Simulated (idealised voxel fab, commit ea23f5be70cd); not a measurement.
process module | voxel transistor to metal
cross-section cut | 295 nm wide | cells 5 nm
A cross-section is a grid of square cells, given in bands from the top down. A band is one or more rows of cells.
Each band's line starts with the height of the band's top and of its bottom, in nm. Then come its materials from left to right, each with its width in nm. One material with "throughout" fills the band from edge to edge. "air" is empty space.
Height 0 is the level under which the wafer as received is all one material. The lowest band goes on downwards, as in "0 down".
A width such as "30 to 40" changes by the same amount from each row of cells to the next, from the band's top row to its bottom row.
"no change" after a step means that no cell of the cross-section changed.
closed voids: empty space of 8 cells or more with no open way to the top, each as width x height at its distance from the left edge, in nm
after a step's settings: what the simulator itself notes on the step
overlay nm, on a step with a mask: how far to the right of its planned place the mask lay; to the left if negative
plan
1 op RECEIVE | material Si
2 op CONFORMAL_DEP | material SiO2 | thk nm 5
3 op CONFORMAL_DEP | material SiN | thk nm 15
4 op PATTERN | tone cover | mask id ACTIVE | material resist | width nm 110 | pitch nm 140 | thk nm 20 | overlay nm 0
5 op DIRECTIONAL_ETCH | etch materials SiN | depth nm 15
6 op DIRECTIONAL_ETCH | etch materials SiO2 | depth nm 5
7 op DIRECTIONAL_ETCH | etch materials Si | depth nm 35
8 op STRIP | etch materials resist
9 op OXIDIZE | depth nm 5
10 op FILL_DEP | material SiO2 | thk nm 15
11 op CMP | height nm 20
12 op SELECTIVE_ETCH | etch materials SiO2 | depth nm 10
13 op STRIP | etch materials SiN
14 op SELECTIVE_ETCH | etch materials SiO2 | depth nm 5
15 op OXIDIZE | depth nm 5
16 op DIRECTIONAL_DEP | material polySi | thk nm 30
17 op DIRECTIONAL_DEP | material SiCN | thk nm 15
18 op MASKED_ETCH | tone cover | mask id GATE | width nm 20 | pitch nm 140 | etch materials SiCN | depth nm 25 | overlay nm 0
19 op MASKED_ETCH | tone cover | mask id GATE | width nm 20 | pitch nm 140 | etch materials polySi | depth nm 40 | overlay nm 0
20 op CONFORMAL_DEP | material SiO2 | thk nm 5
21 op DIRECTIONAL_ETCH | etch materials SiO2 | depth nm 5
22 op CONFORMAL_DEP | material SiN | thk nm 5
23 op DIRECTIONAL_ETCH | etch materials SiN | depth nm 5
24 op DIRECTIONAL_ETCH | etch materials SiO2 | depth nm 5
25 op EPI | material nSi | thk nm 5
26 op FILL_DEP | material SiO2 | thk nm 5
27 op CMP | height nm 45
28 op DIRECTIONAL_DEP | material SiO2 | thk nm 15
29 op PATTERN | tone open | mask id CONTACT | material resist | width nm 35 | thk nm 15 | overlay nm 0
30 op DIRECTIONAL_ETCH | etch materials SiO2 | depth nm 60
31 op STRIP | etch materials resist
32 op CONFORMAL_DEP | material TiN | thk nm 5
33 op FILL_DEP | material Ru | thk nm 5
34 op CMP | height nm 60
35 op DIRECTIONAL_DEP | material TiN | thk nm 5
36 op DIRECTIONAL_DEP | material Ru | thk nm 15
37 op MASKED_ETCH | tone cover | mask id METAL_1 | width nm 20 | etch materials Ru | depth nm 15 | overlay nm 0
38 op MASKED_ETCH | tone cover | mask id METAL_1 | width nm 20 | etch materials TiN | depth nm 5 | overlay nm 0
39 op FILL_DEP | material SiO2 | thk nm 5
40 op CMP | height nm 80
41 op CONFORMAL_DEP | material SiCN | thk nm 5
42 op DIRECTIONAL_DEP | material lowk | thk nm 30
43 op DIRECTIONAL_DEP | material aC | thk nm 10
44 op PATTERN | tone open | mask id METAL_2 | material resist | width nm 20 | pitch nm 140 | thk nm 30 | overlay nm 0
45 op DIRECTIONAL_ETCH | etch materials aC | depth nm 10
46 op STRIP | etch materials resist
47 op DIRECTIONAL_ETCH | etch materials lowk | depth nm 15
48 op STRIP | etch materials aC
49 op PATTERN | tone open | mask id METAL_2_HOLES | material resist | width nm 15 | pitch nm 140 | thk nm 15 | overlay nm 0
50 op DIRECTIONAL_ETCH | etch materials lowk | depth nm 15
51 op DIRECTIONAL_ETCH | etch materials SiCN | depth nm 5
52 op STRIP | etch materials resist
53 op CONFORMAL_DEP | material TiN | thk nm 5
54 op FILL_DEP | material Ru | thk nm 10
55 op CMP | height nm 115
56 op CONFORMAL_DEP | material SiN | thk nm 5
as received, after step 1
  0 down: Si throughout
  closed voids: none
first wafer at the end, as planned
  120 to 115: SiN throughout
  115 to 105: lowk 25 | TiN 5 | Ru 10 | TiN 5 | lowk 120 | TiN 5 | Ru 10 | TiN 5 | lowk 110
  105 to 100: lowk 25 | TiN 5 | Ru 5 | TiN 10 | lowk 120 | TiN 5 | Ru 5 | TiN 10 | lowk 110
  100 to 85: lowk 25 | TiN 5 | Ru 5 | TiN 5 | lowk 125 | TiN 5 | Ru 5 | TiN 5 | lowk 115
  85 to 80: SiCN 25 | TiN 15 | SiCN 125 | TiN 15 | SiCN 115
  80 to 65: SiO2 25 | Ru 20 | SiO2 60 | Ru 20 | SiO2 40 | Ru 20 | SiO2 60 | Ru 20 | SiO2 30
  65 to 60: SiO2 25 | TiN 20 | SiO2 60 | TiN 20 | SiO2 40 | TiN 20 | SiO2 60 | TiN 20 | SiO2 30
  60 to 50: SiO2 25 | TiN 5 | Ru 25 | TiN 5 | SiO2 30 | TiN 5 | Ru 25 | TiN 5 | SiO2 40 | TiN 5 | Ru 25 | TiN 5 | SiO2 30 | TiN 5 | Ru 25 | TiN 5 | SiO2 30
  50 to 45: SiO2 25 | TiN 5 | Ru 20 | TiN 10 | SiO2 30 | TiN 10 | Ru 20 | TiN 5 | SiO2 40 | TiN 5 | Ru 20 | TiN 10 | SiO2 30 | TiN 10 | Ru 20 | TiN 5 | SiO2 30
  45 to 30: SiO2 25 | TiN 5 | Ru 20 | TiN 5 | SiN 5 | SiO2 5 | SiCN 20 | SiO2 5 | SiN 5 | TiN 5 | Ru 20 | TiN 5 | SiO2 40 | TiN 5 | Ru 20 | TiN 5 | SiN 5 | SiO2 5 | SiCN 20 | SiO2 5 | SiN 5 | TiN 5 | Ru 20 | TiN 5 | SiO2 30
  30 to 5: SiO2 25 | TiN 5 | Ru 20 | TiN 5 | SiN 5 | SiO2 5 | polySi 20 | SiO2 5 | SiN 5 | TiN 5 | Ru 20 | TiN 5 | SiO2 40 | TiN 5 | Ru 20 | TiN 5 | SiN 5 | SiO2 5 | polySi 20 | SiO2 5 | SiN 5 | TiN 5 | Ru 20 | TiN 5 | SiO2 30
  5 to 0: SiO2 20 | SiN 5 | TiN 30 | SiN 5 | SiO2 5 | polySi 20 | SiO2 5 | SiN 5 | TiN 30 | SiN 5 | SiO2 30 | SiN 5 | TiN 30 | SiN 5 | SiO2 5 | polySi 20 | SiO2 5 | SiN 5 | TiN 30 | SiN 5 | SiO2 25
  0 to -5: SiO2 25 | nSi 30 | SiO2 40 | nSi 30 | SiO2 40 | nSi 30 | SiO2 40 | nSi 30 | SiO2 30
  -5 to -40: SiO2 25 | Si 100 | SiO2 40 | Si 100 | SiO2 30
  -40 down: Si throughout
  closed voids: none
second wafer at the end: like start, like plan, one mistake
  120 to 115: SiN throughout
  115 to 105: lowk 25 | TiN 5 | SiCN 10 | TiN 5 | lowk 120 | TiN 5 | SiCN 10 | TiN 5 | lowk 110
  105 to 100: lowk 25 | TiN 5 | SiCN 5 | TiN 10 | lowk 120 | TiN 5 | SiCN 5 | TiN 10 | lowk 110
  100 to 85: lowk 25 | TiN 5 | SiCN 5 | TiN 5 | lowk 125 | TiN 5 | SiCN 5 | TiN 5 | lowk 115
  85 to 80: SiCN 25 | TiN 15 | SiCN 125 | TiN 15 | SiCN 115
  80 to 65: SiO2 25 | Ru 20 | SiO2 60 | Ru 20 | SiO2 40 | Ru 20 | SiO2 60 | Ru 20 | SiO2 30
  65 to 60: SiO2 25 | TiN 20 | SiO2 60 | TiN 20 | SiO2 40 | TiN 20 | SiO2 60 | TiN 20 | SiO2 30
  60 to 50: SiO2 25 | TiN 5 | Ru 25 | TiN 5 | SiO2 30 | TiN 5 | Ru 25 | TiN 5 | SiO2 40 | TiN 5 | Ru 25 | TiN 5 | SiO2 30 | TiN 5 | Ru 25 | TiN 5 | SiO2 30
  50 to 45: SiO2 25 | TiN 5 | Ru 20 | TiN 10 | SiO2 30 | TiN 10 | Ru 20 | TiN 5 | SiO2 40 | TiN 5 | Ru 20 | TiN 10 | SiO2 30 | TiN 10 | Ru 20 | TiN 5 | SiO2 30
  45 to 30: SiO2 25 | TiN 5 | Ru 20 | TiN 5 | SiN 5 | SiO2 5 | SiCN 20 | SiO2 5 | SiN 5 | TiN 5 | Ru 20 | TiN 5 | SiO2 40 | TiN 5 | Ru 20 | TiN 5 | SiN 5 | SiO2 5 | SiCN 20 | SiO2 5 | SiN 5 | TiN 5 | Ru 20 | TiN 5 | SiO2 30
  30 to 5: SiO2 25 | TiN 5 | Ru 20 | TiN 5 | SiN 5 | SiO2 5 | polySi 20 | SiO2 5 | SiN 5 | TiN 5 | Ru 20 | TiN 5 | SiO2 40 | TiN 5 | Ru 20 | TiN 5 | SiN 5 | SiO2 5 | polySi 20 | SiO2 5 | SiN 5 | TiN 5 | Ru 20 | TiN 5 | SiO2 30
  5 to 0: SiO2 20 | SiN 5 | TiN 30 | SiN 5 | SiO2 5 | polySi 20 | SiO2 5 | SiN 5 | TiN 30 | SiN 5 | SiO2 30 | SiN 5 | TiN 30 | SiN 5 | SiO2 5 | polySi 20 | SiO2 5 | SiN 5 | TiN 30 | SiN 5 | SiO2 25
  0 to -5: SiO2 25 | nSi 30 | SiO2 40 | nSi 30 | SiO2 40 | nSi 30 | SiO2 40 | nSi 30 | SiO2 30
  -5 to -40: SiO2 25 | Si 100 | SiO2 40 | Si 100 | SiO2 30
  -40 down: Si throughout
  closed voids: none
what went wrong: step 54 ran as: op FILL_DEP | material SiCN | thk nm 10
at the end the second wafer has, in cells: 16 fewer of Ru | 16 more of SiCN
